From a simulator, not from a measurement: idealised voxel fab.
Process module under the name voxel ribs on slabs
Pictured: cross-section cut, 145 nm wide, on a grid of 5 nm square cells.
Each cross-section below is a grid of square cells, stated as bands in top-down order, with one or more rows of cells making up each band.
Band: top and bottom heights (nm) first, top before bottom; then materials from left to right, widths in nm. "edge to edge" marks a sole material filling the band edge to edge. "empty" denotes empty space.
Height reference: 0 = level under which incoming wafer is all one material. Lowest band: no bottom, runs on downward, e.g. "top 0, no bottom".
The expression "30->40" gives the width at the extremes of the band, the first number at its top row of cells and the second at its bottom row, with the width changing by equal amounts from each row to the next in between.
Basically "changes: none" means that step didn't change any cell in the cross-section.
For the entry "Enclosed empty spaces", the listed items are empty spaces with no open way to the top whose size is 8 cells or more; each item follows the pattern width x height at distance, where distance is from the left edge and all three are in nm.
That trailing text on a step's line, after the settings, is the simulator's own remark on the step.
Among the settings permitted on a step's line is "overlay nm"; applied to a step with a mask, it specifies the extent to which the mask lay to the right of its planned position, whereas a negative figure signifies a position to the left.

# Set out below are the planned steps of the process
1,RECEIVE, material Si
2,DIRECTIONAL_DEP, material SiO2, thk nm 25
3,DIRECTIONAL_DEP, material polySi, thk nm 25
4,PATTERN, tone cover, mask id RIB, material resist, width nm 20, thk nm 15, overlay nm 0
5,DIRECTIONAL_ETCH, etch materials polySi, depth nm 15
6,STRIP, etch materials resist
7,MASKED_ETCH, tone cover, mask id SLAB, width nm 80, etch materials polySi, depth nm 10, overlay nm 0
8,FILL_DEP, material SiO2, thk nm 15
9,CMP, height nm 60
10,DIRECTIONAL_DEP, material TiN, thk nm 5
11,PATTERN, tone cover, mask id HEATER, material resist, width nm 30, thk nm 20, overlay nm 0
12,DIRECTIONAL_ETCH, etch materials TiN, depth nm 5
13,STRIP, etch materials resist
14,CONFORMAL_DEP, material SiN, thk nm 5

# First wafer, two in total, run as planned

# Incoming wafer in cross-section (state: after step 1)
	top 0, no bottom | Si edge to edge
	Enclosed empty spaces: none

# State of the wafer after step 2, shown in cross-section
	top 25, bottom 0 | SiO2 edge to edge
	Note: structure below 0 unchanged.

# State of the wafer after step 3, shown in cross-section
	top 50, bottom 25 | polySi edge to edge
	Note: structure below 25 unchanged.

# State of the wafer after step 4, shown in cross-section
	top 65, bottom 50 | empty 60 nm, resist 20 nm, empty 65 nm
	Note: structure below 50 unchanged.

# State of the wafer after step 5, shown in cross-section
	top 65, bottom 50 | empty 60 nm, resist 20 nm, empty 65 nm
	top 50, bottom 35 | empty 60 nm, polySi 20 nm, empty 65 nm
	Note: structure below 35 unchanged.

# State of the wafer after step 6, shown in cross-section
	top 50, bottom 35 | empty 60 nm, polySi 20 nm, empty 65 nm
	Note: structure below 35 unchanged.

# State of the wafer after step 7, shown in cross-section
	top 50, bottom 35 | empty 60 nm, polySi 20 nm, empty 65 nm
	top 35, bottom 25 | empty 30 nm, polySi 80 nm, empty 35 nm
	Note: structure below 25 unchanged.

# State of the wafer after step 8, shown in cross-section
	top 65, bottom 50 | SiO2 edge to edge
	top 50, bottom 35 | SiO2 60 nm, polySi 20 nm, SiO2 65 nm
	top 35, bottom 25 | SiO2 30 nm, polySi 80 nm, SiO2 35 nm
	Note: structure below 25 unchanged.

# State of the wafer after step 9, shown in cross-section
	top 60, bottom 50 | SiO2 edge to edge
	Note: structure below 50 unchanged.

# State of the wafer after step 10, shown in cross-section
	top 65, bottom 60 | TiN edge to edge
	Note: structure below 60 unchanged.

# State of the wafer after step 11, shown in cross-section
	top 85, bottom 65 | empty 55 nm, resist 30 nm, empty 60 nm
	Note: structure below 65 unchanged.

# State of the wafer after step 12, shown in cross-section
	top 85, bottom 65 | empty 55 nm, resist 30 nm, empty 60 nm
	top 65, bottom 60 | empty 55 nm, TiN 30 nm, empty 60 nm
	Note: structure below 60 unchanged.

# State of the wafer after step 13, shown in cross-section
	top 65, bottom 60 | empty 55 nm, TiN 30 nm, empty 60 nm
	Note: structure below 60 unchanged.

# State of the wafer after step 14, shown in cross-section
	top 70, bottom 65 | empty 50 nm, SiN 40 nm, empty 55 nm
	top 65, bottom 60 | SiN 55 nm, TiN 30 nm, SiN 60 nm
	Note: structure below 60 unchanged.

# It is to be noted that the second wafer proceeded from the same initial state and according to the same plan as the first, although one mistake was committed in its execution; through step 2, inclusive, the two wafers share an identical history

# Second wafer, cross-section, planned end of step 3
	top 75, bottom 25 | polySi edge to edge
	Note: structure below 25 unchanged.

# Second wafer, cross-section, planned end of step 4
	top 90, bottom 75 | empty 60 nm, resist 20 nm, empty 65 nm
	Note: structure below 75 unchanged.

# Second wafer, cross-section, planned end of step 5
	top 90, bottom 75 | empty 60 nm, resist 20 nm, empty 65 nm
	top 75, bottom 60 | empty 60 nm, polySi 20 nm, empty 65 nm
	Note: structure below 60 unchanged.

# Second wafer, cross-section, planned end of step 6
	top 75, bottom 60 | empty 60 nm, polySi 20 nm, empty 65 nm
	Note: structure below 60 unchanged.

# Second wafer, cross-section, planned end of step 7
	top 75, bottom 60 | empty 60 nm, polySi 20 nm, empty 65 nm
	top 60, bottom 50 | empty 30 nm, polySi 80 nm, empty 35 nm
	Note: structure below 50 unchanged.

# Second wafer, cross-section, planned end of step 8
	top 90, bottom 75 | SiO2 edge to edge
	top 75, bottom 60 | SiO2 60 nm, polySi 20 nm, SiO2 65 nm
	top 60, bottom 50 | SiO2 30 nm, polySi 80 nm, SiO2 35 nm
	Note: structure below 50 unchanged.

# Second wafer, cross-section, planned end of step 9
	top 60, bottom 50 | SiO2 30 nm, polySi 80 nm, SiO2 35 nm
	Note: structure below 50 unchanged.

# Second wafer, cross-section, planned end of step 10
	top 65, bottom 60 | TiN edge to edge
	Note: structure below 60 unchanged.

# Second wafer, cross-section, planned end of step 11
	top 85, bottom 65 | empty 55 nm, resist 30 nm, empty 60 nm
	Note: structure below 65 unchanged.

# Second wafer, cross-section, planned end of step 12
	top 85, bottom 65 | empty 55 nm, resist 30 nm, empty 60 nm
	top 65, bottom 60 | empty 55 nm, TiN 30 nm, empty 60 nm
	Note: structure below 60 unchanged.

# Second wafer, cross-section, planned end of step 13
	top 65, bottom 60 | empty 55 nm, TiN 30 nm, empty 60 nm
	Note: structure below 60 unchanged.

# Second wafer, cross-section, planned end of step 14
	top 70, bottom 65 | empty 50 nm, SiN 40 nm, empty 55 nm
	top 65, bottom 60 | SiN 55 nm, TiN 30 nm, SiN 60 nm
	Note: structure below 60 unchanged.
Heads up, the wafer didn't run the way we planned it: step 3 of the plan was twice carried out
Final tally in cells, some materials are higher or lower on the second wafer than on the first: SiO2: 133 fewer; polySi: 133 more
